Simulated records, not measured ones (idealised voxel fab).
process module | voxel fin reveal
cross-section cut | 185 nm wide | cells 5 nm
A cross-section is a grid of square cells, given in bands from the top down. A band is one or more rows of cells.
Each band's line starts with the height of the band's top and of its bottom, in nm. Then come its materials from left to right, each with its width in nm. One material with "throughout" fills the band from edge to edge. "air" is empty space.
Height 0 is the level under which the wafer as received is all one material. The lowest band goes on downwards, as in "0 down".
A width such as "30 to 40" changes by the same amount from each row of cells to the next, from the band's top row to its bottom row.
"no change" after a step means that no cell of the cross-section changed.
closed voids: empty space of 8 cells or more with no open way to the top, each as width x height at its distance from the left edge, in nm
after a step's settings: what the simulator itself notes on the step
overlay nm, on a step with a mask: how far to the right of its planned place the mask lay; to the left if negative
Each pair below shows a cross-section before one step and the cross-section after it, down to the lowest band that changed. The line under each pair gives the step between them, with its settings. The pairs can come from different runs of this module on the same starting wafer, so a pair continues from the pair above only where its "before" says so.
before
  0 down: Si throughout
  closed voids: none
after
  10 to 0: SiN throughout
  below 0: unchanged
  closed voids: none
the step between: op CONFORMAL_DEP | material SiN | thk nm 10
before: the cross-section after the pair above
after
  30 to 10: air 65 | resist 15 | air 25 | resist 15 | air 65
  below 10: unchanged
  closed voids: none
the step between: op PATTERN | tone cover | mask id FINS | material resist | width nm 15 | pitch nm 40 | thk nm 20 | overlay nm 0
before: the cross-section after the pair above
after
  30 to 10: air 65 | resist 15 | air 25 | resist 15 | air 65
  10 to 0: air 65 | SiN 15 | air 25 | SiN 15 | air 65
  below 0: unchanged
  closed voids: none
the step between: op DIRECTIONAL_ETCH | etch materials SiN | depth nm 10
before: the cross-section after the pair above
after
  30 to 10: air 65 | resist 15 | air 25 | resist 15 | air 65
  10 to 0: air 65 | SiN 15 | air 25 | SiN 15 | air 65
  0 to -35: air 65 | Si 15 | air 25 | Si 15 | air 65
  below -35: unchanged
  closed voids: none
the step between: op DIRECTIONAL_ETCH | etch materials Si | depth nm 35
before: the cross-section after the pair above
after
  10 to 0: air 65 | SiN 15 | air 25 | SiN 15 | air 65
  below 0: unchanged
  closed voids: none
the step between: op STRIP | etch materials resist
before: the cross-section after the pair above
after
  10 to 0: air 65 | SiN 15 | air 25 | SiN 15 | air 65
  0 to -35: air 65 | SiO2 5 | Si 5 | SiO2 5 | air 25 | SiO2 5 | Si 5 | SiO2 5 | air 65
  -35 to -40: SiO2 70 | Si 5 | SiO2 35 | Si 5 | SiO2 70
  below -40: unchanged
  closed voids: none
the step between: op OXIDIZE | depth nm 5
before: the cross-section after the pair above
after
  20 to 10: SiO2 throughout
  10 to 0: SiO2 65 | SiN 15 | SiO2 25 | SiN 15 | SiO2 65
  0 to -40: SiO2 70 | Si 5 | SiO2 35 | Si 5 | SiO2 70
  below -40: unchanged
  closed voids: none
the step between: op FILL_DEP | material SiO2 | thk nm 10
before: the cross-section after the pair above
after
  10 to 0: SiO2 65 | SiN 15 | SiO2 25 | SiN 15 | SiO2 65
  below 0: unchanged
  closed voids: none
the step between: op CMP | height nm 10
before: the cross-section after the pair above
after
  10 to 0: air 65 | SiN 15 | air 25 | SiN 15 | air 65
  0 to -20: air 70 | Si 5 | air 35 | Si 5 | air 70
  below -20: unchanged
  closed voids: none
the step between: op SELECTIVE_ETCH | etch materials SiO2 | depth nm 30
before: the cross-section after the pair above
after
  0 to -20: air 70 | Si 5 | air 35 | Si 5 | air 70
  below -20: unchanged
  closed voids: none
the step between: op STRIP | etch materials SiN
before: the cross-section after the pair above
after
  5 to 0: air 65 | HfO2 15 | air 25 | HfO2 15 | air 65
  0 to -15: air 65 | HfO2 5 | Si 5 | HfO2 5 | air 25 | HfO2 5 | Si 5 | HfO2 5 | air 65
  -15 to -20: HfO2 70 | Si 5 | HfO2 35 | Si 5 | HfO2 70
  below -20: unchanged
  closed voids: none
the step between: op CONFORMAL_DEP | material HfO2 | thk nm 5
before
  10 to 0: air 65 | SiN 15 | air 25 | SiN 15 | air 65
  0 to -20: air 70 | Si 5 | air 35 | Si 5 | air 70
  -20 to -40: SiO2 70 | Si 5 | SiO2 35 | Si 5 | SiO2 70
  -40 down: Si throughout
  closed voids: none
after
  10 to 0: air 65 | SiN 15 | air 25 | SiN 15 | air 65
  0 to -40: air 70 | Si 5 | air 35 | Si 5 | air 70
  below -40: unchanged
  closed voids: none
the step between: op SELECTIVE_ETCH | etch materials SiO2 | depth nm 30
before: the cross-section after the pair above
after
  0 to -40: air 70 | Si 5 | air 35 | Si 5 | air 70
  below -40: unchanged
  closed voids: none
the step between: op STRIP | etch materials SiN
before: the cross-section after the pair above
after
  5 to 0: air 65 | HfO2 15 | air 25 | HfO2 15 | air 65
  0 to -35: air 65 | HfO2 5 | Si 5 | HfO2 5 | air 25 | HfO2 5 | Si 5 | HfO2 5 | air 65
  -35 to -40: HfO2 70 | Si 5 | HfO2 35 | Si 5 | HfO2 70
  below -40: unchanged
  closed voids: none
the step between: op CONFORMAL_DEP | material HfO2 | thk nm 5
before
  10 to 0: SiO2 65 | SiN 15 | SiO2 25 | SiN 15 | SiO2 65
  0 to -40: SiO2 70 | Si 5 | SiO2 35 | Si 5 | SiO2 70
  -40 down: Si throughout
  closed voids: none
after
  10 to 0: SiO2 65 | air 15 | SiO2 25 | air 15 | SiO2 65
  below 0: unchanged
  closed voids: none
the step between: op STRIP | etch materials SiN
before: the cross-section after the pair above
after
  0 to -20: air 70 | Si 5 | air 35 | Si 5 | air 70
  -20 to -30: SiO2 35 | air 35 | Si 5 | air 35 | Si 5 | air 35 | SiO2 35
  below -30: unchanged
  closed voids: none
the step between: op SELECTIVE_ETCH | etch materials SiO2 | depth nm 30
before: the cross-section after the pair above
after
  5 to 0: air 65 | HfO2 15 | air 25 | HfO2 15 | air 65
  0 to -15: air 65 | HfO2 5 | Si 5 | HfO2 5 | air 25 | HfO2 5 | Si 5 | HfO2 5 | air 65
  -15 to -20: HfO2 40 | air 25 | HfO2 5 | Si 5 | HfO2 5 | air 25 | HfO2 5 | Si 5 | HfO2 5 | air 25 | HfO2 40
  -20 to -25: SiO2 35 | HfO2 5 | air 25 | HfO2 5 | Si 5 | HfO2 5 | air 25 | HfO2 5 | Si 5 | HfO2 5 | air 25 | HfO2 5 | SiO2 35
  -25 to -30: SiO2 35 | HfO2 35 | Si 5 | HfO2 35 | Si 5 | HfO2 35 | SiO2 35
  below -30: unchanged
  closed voids: none
the step between: op CONFORMAL_DEP | material HfO2 | thk nm 5
before
  30 to 10: air 65 | resist 15 | air 25 | resist 15 | air 65
  10 to 0: air 65 | SiN 15 | air 25 | SiN 15 | air 65
  0 down: Si throughout
  closed voids: none
after
  30 to 10: air 65 | resist 15 | air 25 | resist 15 | air 65
  10 to 0: air 65 | SiN 15 | air 25 | SiN 15 | air 65
  0 to -45: air 65 | Si 15 | air 25 | Si 15 | air 65
  below -45: unchanged
  closed voids: none
the step between: op DIRECTIONAL_ETCH | etch materials Si | depth nm 45
before: the cross-section after the pair above
after
  10 to 0: air 65 | SiN 15 | air 25 | SiN 15 | air 65
  below 0: unchanged
  closed voids: none
the step between: op STRIP | etch materials resist
before: the cross-section after the pair above
after
  10 to 0: air 65 | SiN 15 | air 25 | SiN 15 | air 65
  0 to -45: air 65 | SiO2 5 | Si 5 | SiO2 5 | air 25 | SiO2 5 | Si 5 | SiO2 5 | air 65
  -45 to -50: SiO2 70 | Si 5 | SiO2 35 | Si 5 | SiO2 70
  below -50: unchanged
  closed voids: none
the step between: op OXIDIZE | depth nm 5
before: the cross-section after the pair above
after
  20 to 10: SiO2 throughout
  10 to 0: SiO2 65 | SiN 15 | SiO2 25 | SiN 15 | SiO2 65
  0 to -50: SiO2 70 | Si 5 | SiO2 35 | Si 5 | SiO2 70
  below -50: unchanged
  closed voids: none
the step between: op FILL_DEP | material SiO2 | thk nm 10
before: the cross-section after the pair above
after
  10 to 0: SiO2 65 | SiN 15 | SiO2 25 | SiN 15 | SiO2 65
  below 0: unchanged
  closed voids: none
the step between: op CMP | height nm 10
before: the cross-section after the pair above
after
  10 to 0: air 65 | SiN 15 | air 25 | SiN 15 | air 65
  0 to -20: air 70 | Si 5 | air 35 | Si 5 | air 70
  below -20: unchanged
  closed voids: none
the step between: op SELECTIVE_ETCH | etch materials SiO2 | depth nm 30
before: the cross-section after the pair above
after
  0 to -20: air 70 | Si 5 | air 35 | Si 5 | air 70
  below -20: unchanged
  closed voids: none
the step between: op STRIP | etch materials SiN
before: the cross-section after the pair above
after
  5 to 0: air 65 | HfO2 15 | air 25 | HfO2 15 | air 65
  0 to -15: air 65 | HfO2 5 | Si 5 | HfO2 5 | air 25 | HfO2 5 | Si 5 | HfO2 5 | air 65
  -15 to -20: HfO2 70 | Si 5 | HfO2 35 | Si 5 | HfO2 70
  below -20: unchanged
  closed voids: none
the step between: op CONFORMAL_DEP | material HfO2 | thk nm 5
before
  10 to 0: SiN throughout
  0 down: Si throughout
  closed voids: none
after
  30 to 10: air 65 | resist 20 | air 20 | resist 20 | air 60
  below 10: unchanged
  closed voids: none
the step between: op PATTERN | tone cover | mask id FINS | material resist | width nm 20 | pitch nm 40 | thk nm 20 | overlay nm 0
before: the cross-section after the pair above
after
  30 to 10: air 65 | resist 20 | air 20 | resist 20 | air 60
  10 to 0: air 65 | SiN 20 | air 20 | SiN 20 | air 60
  below 0: unchanged
  closed voids: none
the step between: op DIRECTIONAL_ETCH | etch materials SiN | depth nm 10
before: the cross-section after the pair above
after
  30 to 10: air 65 | resist 20 | air 20 | resist 20 | air 60
  10 to 0: air 65 | SiN 20 | air 20 | SiN 20 | air 60
  0 to -35: air 65 | Si 20 | air 20 | Si 20 | air 60
  below -35: unchanged
  closed voids: none
the step between: op DIRECTIONAL_ETCH | etch materials Si | depth nm 35
before: the cross-section after the pair above
after
  10 to 0: air 65 | SiN 20 | air 20 | SiN 20 | air 60
  below 0: unchanged
  closed voids: none
the step between: op STRIP | etch materials resist
before: the cross-section after the pair above
after
  10 to 0: air 65 | SiN 20 | air 20 | SiN 20 | air 60
  0 to -35: air 65 | SiO2 5 | Si 10 | SiO2 5 | air 20 | SiO2 5 | Si 10 | SiO2 5 | air 60
  -35 to -40: SiO2 70 | Si 10 | SiO2 30 | Si 10 | SiO2 65
  below -40: unchanged
  closed voids: none
the step between: op OXIDIZE | depth nm 5
before: the cross-section after the pair above
after
  20 to 10: SiO2 throughout
  10 to 0: SiO2 65 | SiN 20 | SiO2 20 | SiN 20 | SiO2 60
  0 to -40: SiO2 70 | Si 10 | SiO2 30 | Si 10 | SiO2 65
  below -40: unchanged
  closed voids: none
the step between: op FILL_DEP | material SiO2 | thk nm 10
before: the cross-section after the pair above
after
  10 to 0: SiO2 65 | SiN 20 | SiO2 20 | SiN 20 | SiO2 60
  below 0: unchanged
  closed voids: none
the step between: op CMP | height nm 10
before: the cross-section after the pair above
after
  10 to 0: air 65 | SiN 20 | air 20 | SiN 20 | air 60
  0 to -20: air 70 | Si 10 | air 30 | Si 10 | air 65
  below -20: unchanged
  closed voids: none
the step between: op SELECTIVE_ETCH | etch materials SiO2 | depth nm 30
before: the cross-section after the pair above
after
  0 to -20: air 70 | Si 10 | air 30 | Si 10 | air 65
  below -20: unchanged
  closed voids: none
the step between: op STRIP | etch materials SiN
before: the cross-section after the pair above
after
  5 to 0: air 65 | HfO2 20 | air 20 | HfO2 20 | air 60
  0 to -15: air 65 | HfO2 5 | Si 10 | HfO2 5 | air 20 | HfO2 5 | Si 10 | HfO2 5 | air 60
  -15 to -20: HfO2 70 | Si 10 | HfO2 30 | Si 10 | HfO2 65
  below -20: unchanged
  closed voids: none
the step between: op CONFORMAL_DEP | material HfO2 | thk nm 5
before
  10 to 0: SiN throughout
  0 down: Si throughout
  closed voids: none
after
  30 to 10: air 60 | resist 15 | air 25 | resist 15 | air 70
  below 10: unchanged
  closed voids: none
the step between: op PATTERN | tone cover | mask id FINS | material resist | width nm 15 | pitch nm 40 | thk nm 20 | overlay nm -5
before: the cross-section after the pair above
after
  30 to 10: air 60 | resist 15 | air 25 | resist 15 | air 70
  10 to 0: air 60 | SiN 15 | air 25 | SiN 15 | air 70
  below 0: unchanged
  closed voids: none
the step between: op DIRECTIONAL_ETCH | etch materials SiN | depth nm 10
before: the cross-section after the pair above
after
  30 to 10: air 60 | resist 15 | air 25 | resist 15 | air 70
  10 to 0: air 60 | SiN 15 | air 25 | SiN 15 | air 70
  0 to -35: air 60 | Si 15 | air 25 | Si 15 | air 70
  below -35: unchanged
  closed voids: none
the step between: op DIRECTIONAL_ETCH | etch materials Si | depth nm 35
before: the cross-section after the pair above
after
  10 to 0: air 60 | SiN 15 | air 25 | SiN 15 | air 70
  below 0: unchanged
  closed voids: none
the step between: op STRIP | etch materials resist
before: the cross-section after the pair above
after
  10 to 0: air 60 | SiN 15 | air 25 | SiN 15 | air 70
  0 to -35: air 60 | SiO2 5 | Si 5 | SiO2 5 | air 25 | SiO2 5 | Si 5 | SiO2 5 | air 70
  -35 to -40: SiO2 65 | Si 5 | SiO2 35 | Si 5 | SiO2 75
  below -40: unchanged
  closed voids: none
the step between: op OXIDIZE | depth nm 5
before: the cross-section after the pair above
after
  20 to 10: SiO2 throughout
  10 to 0: SiO2 60 | SiN 15 | SiO2 25 | SiN 15 | SiO2 70
  0 to -40: SiO2 65 | Si 5 | SiO2 35 | Si 5 | SiO2 75
  below -40: unchanged
  closed voids: none
the step between: op FILL_DEP | material SiO2 | thk nm 10
before: the cross-section after the pair above
after
  10 to 0: SiO2 60 | SiN 15 | SiO2 25 | SiN 15 | SiO2 70
  below 0: unchanged
  closed voids: none
the step between: op CMP | height nm 10
before: the cross-section after the pair above
after
  10 to 0: air 60 | SiN 15 | air 25 | SiN 15 | air 70
  0 to -20: air 65 | Si 5 | air 35 | Si 5 | air 75
  below -20: unchanged
  closed voids: none
the step between: op SELECTIVE_ETCH | etch materials SiO2 | depth nm 30
before: the cross-section after the pair above
after
  0 to -20: air 65 | Si 5 | air 35 | Si 5 | air 75
  below -20: unchanged
  closed voids: none
the step between: op STRIP | etch materials SiN
before: the cross-section after the pair above
after
  5 to 0: air 60 | HfO2 15 | air 25 | HfO2 15 | air 70
  0 to -15: air 60 | HfO2 5 | Si 5 | HfO2 5 | air 25 | HfO2 5 | Si 5 | HfO2 5 | air 70
  -15 to -20: HfO2 65 | Si 5 | HfO2 35 | Si 5 | HfO2 75
  below -20: unchanged
  closed voids: none
the step between: op CONFORMAL_DEP | material HfO2 | thk nm 5
before
  0 to -20: air 70 | Si 5 | air 35 | Si 5 | air 70
  -20 to -40: SiO2 70 | Si 5 | SiO2 35 | Si 5 | SiO2 70
  -40 down: Si throughout
  closed voids: none
after
  5 to 0: air 65 | SiO2 15 | air 25 | SiO2 15 | air 65
  0 to -15: air 65 | SiO2 5 | Si 5 | SiO2 5 | air 25 | SiO2 5 | Si 5 | SiO2 5 | air 65
  -15 to -40: SiO2 70 | Si 5 | SiO2 35 | Si 5 | SiO2 70
  below -40: unchanged
  closed voids: none
the step between: op CONFORMAL_DEP | material SiO2 | thk nm 5
before
  10 to 0: SiN throughout
  0 down: Si throughout
  closed voids: none
after
  30 to 10: resist 65 | air 15 | resist 25 | air 15 | resist 65
  below 10: unchanged
  closed voids: none
the step between: op PATTERN | tone open | mask id FINS | material resist | width nm 15 | pitch nm 40 | thk nm 20 | overlay nm 0
before: the cross-section after the pair above
after
  30 to 10: resist 65 | air 15 | resist 25 | air 15 | resist 65
  10 to 0: SiN 65 | air 15 | SiN 25 | air 15 | SiN 65
  below 0: unchanged
  closed voids: none
the step between: op DIRECTIONAL_ETCH | etch materials SiN | depth nm 10
before: the cross-section after the pair above
after
  30 to 10: resist 65 | air 15 | resist 25 | air 15 | resist 65
  10 to 0: SiN 65 | air 15 | SiN 25 | air 15 | SiN 65
  0 to -35: Si 65 | air 15 | Si 25 | air 15 | Si 65
  below -35: unchanged
  closed voids: none
the step between: op DIRECTIONAL_ETCH | etch materials Si | depth nm 35
before: the cross-section after the pair above
after
  10 to 0: SiN 65 | air 15 | SiN 25 | air 15 | SiN 65
  below 0: unchanged
  closed voids: none
the step between: op STRIP | etch materials resist
before: the cross-section after the pair above
after
  10 to 0: SiN 65 | air 15 | SiN 25 | air 15 | SiN 65
  0 to -35: Si 60 | SiO2 5 | air 15 | SiO2 5 | Si 15 | SiO2 5 | air 15 | SiO2 5 | Si 60
  -35 to -40: Si 60 | SiO2 25 | Si 15 | SiO2 25 | Si 60
  below -40: unchanged
  closed voids: none
the step between: op OXIDIZE | depth nm 5
before: the cross-section after the pair above
after
  20 to 10: SiO2 throughout
  10 to 0: SiN 65 | SiO2 15 | SiN 25 | SiO2 15 | SiN 65
  0 to -40: Si 60 | SiO2 25 | Si 15 | SiO2 25 | Si 60
  below -40: unchanged
  closed voids: none
the step between: op FILL_DEP | material SiO2 | thk nm 10
before: the cross-section after the pair above
after
  10 to 0: SiN 65 | SiO2 15 | SiN 25 | SiO2 15 | SiN 65
  below 0: unchanged
  closed voids: none
the step between: op CMP | height nm 10
before: the cross-section after the pair above
after
  10 to 0: SiN 65 | air 15 | SiN 25 | air 15 | SiN 65
  0 to -20: Si 60 | air 25 | Si 15 | air 25 | Si 60
  below -20: unchanged
  closed voids: none
the step between: op SELECTIVE_ETCH | etch materials SiO2 | depth nm 30
before: the cross-section after the pair above
after
  0 to -20: Si 60 | air 25 | Si 15 | air 25 | Si 60
  below -20: unchanged
  closed voids: none
the step between: op STRIP | etch materials SiN
before: the cross-section after the pair above
after
  5 to 0: HfO2 65 | air 15 | HfO2 25 | air 15 | HfO2 65
  0 to -15: Si 60 | HfO2 5 | air 15 | HfO2 5 | Si 15 | HfO2 5 | air 15 | HfO2 5 | Si 60
  -15 to -20: Si 60 | HfO2 25 | Si 15 | HfO2 25 | Si 60
  below -20: unchanged
  closed voids: none
the step between: op CONFORMAL_DEP | material HfO2 | thk nm 5
